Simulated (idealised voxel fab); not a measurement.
Process module heading - voxel capacitor over wiring
In the cross-section labelled cut, the width is 295 nm and each square cell is 5 nm.
We lay out every cross-section as a grid of square cells and spell it out in bands from the top down, where one band means one or more rows of cells. Within each band entry, the heights of the top and of the bottom of the band appear first, in that order and in nm; the materials of the band then follow from left to right, each with its corresponding width in nm. The designation "edge to edge" on a single material indicates that it fills the band from edge to edge; the designation "air" indicates empty space. We count height from 0. Below that, the starting wafer is all one material. The lowest band never ends at the bottom but goes on down; see "from 0 down" for how that is written. The notation "30..40" denotes a width that varies across the rows of cells in the band, beginning at the first number in the top row, finishing at the second number in the bottom row, and changing by an identical amount from each row to the next. The cross-section has no changed cell in any step marked "all unchanged". Under "Voids, fully enclosed" you'll find the enclosed gaps, the ones with no way out to the top, that are 8 cells or bigger; each reads width x height at distance, with distance counted from the left edge, everything in nm. The remark found on a step's line after its settings is issued by the simulator itself and pertains to that step. A step line may carry the setting "overlay nm", which, for steps involving a mask, states the distance by which the mask lay to the right of its intended position; negative values denote displacement to the left.

**List of planned process steps**
- 1: RECEIVE with material Si
- 2: CONFORMAL_DEP with material SiO2, thk nm 10
- 3: DIRECTIONAL_DEP with material TiN, thk nm 5
- 4: DIRECTIONAL_DEP with material W, thk nm 25
- 5: MASKED_ETCH with tone cover, mask id METAL_1, width nm 20, pitch nm 80, etch materials W, depth nm 25, overlay nm 0
- 6: MASKED_ETCH with tone cover, mask id METAL_1, width nm 20, pitch nm 80, etch materials TiN, depth nm 5, overlay nm 0
- 7: FILL_DEP with material SiO2, thk nm 5
- 8: CMP with height nm 40
- 9: CONFORMAL_DEP with material SiCN, thk nm 5
- 10: DIRECTIONAL_DEP with material SiO2, thk nm 15
- 11: DIRECTIONAL_DEP with material aC, thk nm 10
- 12: PATTERN with tone open, mask id PLUG_1, material resist, width nm 15, thk nm 25, overlay nm 0
- 13: DIRECTIONAL_ETCH with etch materials aC, depth nm 10
- 14: STRIP with etch materials resist
- 15: DIRECTIONAL_ETCH with etch materials SiO2, depth nm 15
- 16: DIRECTIONAL_ETCH with etch materials SiCN, depth nm 5
- 17: STRIP with etch materials aC
- 18: EPI with material Ru, thk nm 10
- 19: EPI with material Ru, thk nm 10
- 20: DIRECTIONAL_DEP with material TiN, thk nm 5
- 21: DIRECTIONAL_DEP with material Al2O3, thk nm 5
- 22: DIRECTIONAL_DEP with material TiN, thk nm 10
- 23: MASKED_ETCH with tone cover, mask id UPPER_PLATE, width nm 65, etch materials TiN, depth nm 10, overlay nm 0
- 24: MASKED_ETCH with tone cover, mask id UPPER_PLATE, width nm 65, etch materials Al2O3, depth nm 5, overlay nm 0
- 25: PATTERN with tone cover, mask id LOWER_PLATE, material resist, width nm 75, thk nm 15, overlay nm 0
- 26: DIRECTIONAL_ETCH with etch materials TiN, depth nm 5
- 27: STRIP with etch materials resist
- 28: FILL_DEP with material SiO2, thk nm 20
- 29: CMP with height nm 95
- 30: DIRECTIONAL_DEP with material aC, thk nm 15
- 31: PATTERN with tone open, mask id PLUG_2, material resist, width nm 15, thk nm 30, overlay nm 0
- 32: DIRECTIONAL_ETCH with etch materials aC, depth nm 15
- 33: STRIP with etch materials resist
- 34: DIRECTIONAL_ETCH with etch materials SiO2, depth nm 15
- 35: STRIP with etch materials aC
- 36: CONFORMAL_DEP with material TiN, thk nm 5
- 37: FILL_DEP with material Ru, thk nm 5
- 38: CMP with height nm 95
- 39: CONFORMAL_DEP with material SiCN, thk nm 5

**Cross-section, incoming material, after step 1**
> from 0 down = Si edge to edge
> Voids, fully enclosed: none

**Final cross-section, module run with one mistake (start and plan as above)**
> from 100 to 95 = SiCN edge to edge
> from 95 to 85 = SiO2: 110 / TiN: 5 / Ru: 5 / TiN: 5 / SiO2: 170
> from 85 to 80 = SiO2: 110 / TiN: 15 / SiO2: 170
> from 80 to 70 = SiO2: 115 / TiN: 50 / SiO2: 130
> from 70 to 65 = SiO2: 115 / Al2O3: 50 / SiO2: 130
> from 65 to 60 = SiO2: 95 / TiN: 5 / SiO2: 15 / TiN: 55 / SiO2: 125
> from 60 to 50 = SiO2: 100 / TiN: 15 / SiO2: 180
> from 50 to 45 = SiO2: 100 / Al2O3: 15 / SiO2: 180
> from 45 to 40 = SiCN: 100 / TiN: 15 / SiCN: 180
> from 40 to 15 = W: 95 / SiO2: 20 / W: 60 / SiO2: 20 / W: 100
> from 15 to 10 = TiN edge to edge
> from 10 to 0 = SiO2 edge to edge
> from 0 down = Si edge to edge
> Voids, fully enclosed: none
Short version of what went wrong: step 5, actual vs plan mismatch, actual run MASKED_ETCH with tone open, mask id METAL_1, width nm 20, pitch nm 80, etch materials W, depth nm 25, overlay nm 0
